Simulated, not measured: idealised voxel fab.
The following is a process module called voxel self aligned vias.
This is section cut - it's 255 nm across, gridded in 5 nm square cells.
Just so we're on the same page, the cross-sections are grids of square cells, and they're listed out in bands top to bottom, each band one or more rows deep. First you get the band's top height and its bottom height, in nm, and then the materials it's made of, left to right, with each width in nm. If you see a single material with "all across", that one covers the band edge to edge. "air" is empty space. We count height from 0. Below that, the starting wafer is all one material. The lowest band never ends at the bottom but goes on down; see "0 and below" for how that is written. The width entry "30->40" should be interpreted row by row: the top row of cells in the band takes the first number, the bottom row takes the second number, and the change between adjacent rows is uniform throughout. Where the words "no alteration" appear for a step, the cross-section shows no cell changed by that step; every cell remained as before. "Catalogued sealed voids" specifies each empty space that is not open to the top and that occupies no fewer than 8 cells, using the form width x height at distance, the distance measured from the left edge and all three quantities in nm. If you see something after the settings on a step's line, that's the simulator's own remark about that step. "overlay nm", when on a step's line for a step with a mask, measures how far to the right of its planned place the mask lay; a negative measure means to the left.
## So here's the lineup of process steps we planned
1: RECEIVE (material Si)
2: CONFORMAL_DEP (material SiO2; thk nm 15)
3: CONFORMAL_DEP (material SiCN; thk nm 5)
4: DIRECTIONAL_DEP (material SiO2; thk nm 30)
5: MASKED_ETCH (tone open; mask id LINES; width nm 25; pitch nm 65; etch materials SiO2; depth nm 30; overlay nm 0)
6: CONFORMAL_DEP (material TiN; thk nm 5)
7: FILL_DEP (material W; thk nm 5)
8: CMP (height nm 50)
9: SELECTIVE_ETCH (etch materials W Ru TiN; depth nm 5)
10: FILL_DEP (material SiN; thk nm 10)
11: CMP (height nm 50)
12: DIRECTIONAL_DEP (material SiO2; thk nm 20)
13: MASKED_ETCH (tone open; mask id VIAS; width nm 35; pitch nm 65; etch materials SiO2; depth nm 20; overlay nm 0)
14: MASKED_ETCH (tone open; mask id VIAS; width nm 45; pitch nm 65; etch materials SiN; depth nm 5; overlay nm 0)
15: CONFORMAL_DEP (material TiN; thk nm 5)
16: FILL_DEP (material Cu; thk nm 5)
17: CMP (height nm 70)
18: CONFORMAL_DEP (material SiCN; thk nm 5)
The plan's step 13 width nm is the first wafer's value; the wafers differ in this setting and start identical.
## Cross-section: the first of several wafers in its as-received state, i.e. following step 1
* 0 and below | Si all across
* Catalogued sealed voids: none
## After the module's final step, step 18: the first of several wafers in cross-section
* 75 down to 70 | SiCN all across
* 70 down to 55 | SiO2 45 nm  TiN 5 nm  Cu 25 nm  TiN 5 nm  SiO2 30 nm  TiN 5 nm  Cu 25 nm  TiN 5 nm  SiO2 30 nm  TiN 5 nm  Cu 25 nm  TiN 5 nm  SiO2 45 nm
* 55 down to 50 | SiO2 45 nm  TiN 10 nm  Cu 15 nm  TiN 10 nm  SiO2 30 nm  TiN 10 nm  Cu 15 nm  TiN 10 nm  SiO2 30 nm  TiN 10 nm  Cu 15 nm  TiN 10 nm  SiO2 45 nm
* 50 down to 45 | SiO2 50 nm  TiN 25 nm  SiO2 40 nm  TiN 25 nm  SiO2 40 nm  TiN 25 nm  SiO2 50 nm
* 45 down to 25 | SiO2 50 nm  TiN 5 nm  W 15 nm  TiN 5 nm  SiO2 40 nm  TiN 5 nm  W 15 nm  TiN 5 nm  SiO2 40 nm  TiN 5 nm  W 15 nm  TiN 5 nm  SiO2 50 nm
* 25 down to 20 | SiO2 50 nm  TiN 25 nm  SiO2 40 nm  TiN 25 nm  SiO2 40 nm  TiN 25 nm  SiO2 50 nm
* 20 down to 15 | SiCN all across
* 15 down to 0 | SiO2 all across
* 0 and below | Si all across
* Catalogued sealed voids: none
## Module end, final wafer: cross-section
* 75 down to 70 | SiCN all across
* 70 down to 55 | SiO2 40 nm  TiN 5 nm  Cu 40 nm  TiN 5 nm  SiO2 15 nm  TiN 5 nm  Cu 40 nm  TiN 5 nm  SiO2 15 nm  TiN 5 nm  Cu 40 nm  TiN 5 nm  SiO2 35 nm
* 55 down to 50 | SiO2 40 nm  TiN 15 nm  Cu 15 nm  TiN 20 nm  SiO2 15 nm  TiN 15 nm  Cu 15 nm  TiN 20 nm  SiO2 15 nm  TiN 15 nm  Cu 15 nm  TiN 20 nm  SiO2 35 nm
* 50 down to 45 | SiO2 50 nm  TiN 25 nm  SiO2 40 nm  TiN 25 nm  SiO2 40 nm  TiN 25 nm  SiO2 50 nm
* 45 down to 25 | SiO2 50 nm  TiN 5 nm  W 15 nm  TiN 5 nm  SiO2 40 nm  TiN 5 nm  W 15 nm  TiN 5 nm  SiO2 40 nm  TiN 5 nm  W 15 nm  TiN 5 nm  SiO2 50 nm
* 25 down to 20 | SiO2 50 nm  TiN 25 nm  SiO2 40 nm  TiN 25 nm  SiO2 40 nm  TiN 25 nm  SiO2 50 nm
* 20 down to 15 | SiCN all across
* 15 down to 0 | SiO2 all across
* 0 and below | Si all across
* Catalogued sealed voids: none
## Below: a row per wafer. Contents at end of module: for every material, cells gained since receipt (+) or lost since receipt (-); then closed voids
width nm 35; +54 Cu; +102 SiCN; +489 SiO2; +84 TiN; +36 W; Catalogued sealed voids: none
width nm 40; +63 Cu; +102 SiCN; +477 SiO2; +87 TiN; +36 W; Catalogued sealed voids: none
width nm 45; +72 Cu; +102 SiCN; +465 SiO2; +90 TiN; +36 W; Catalogued sealed voids: none
width nm 50; +81 Cu; +102 SiCN; +453 SiO2; +93 TiN; +36 W; Catalogued sealed voids: none
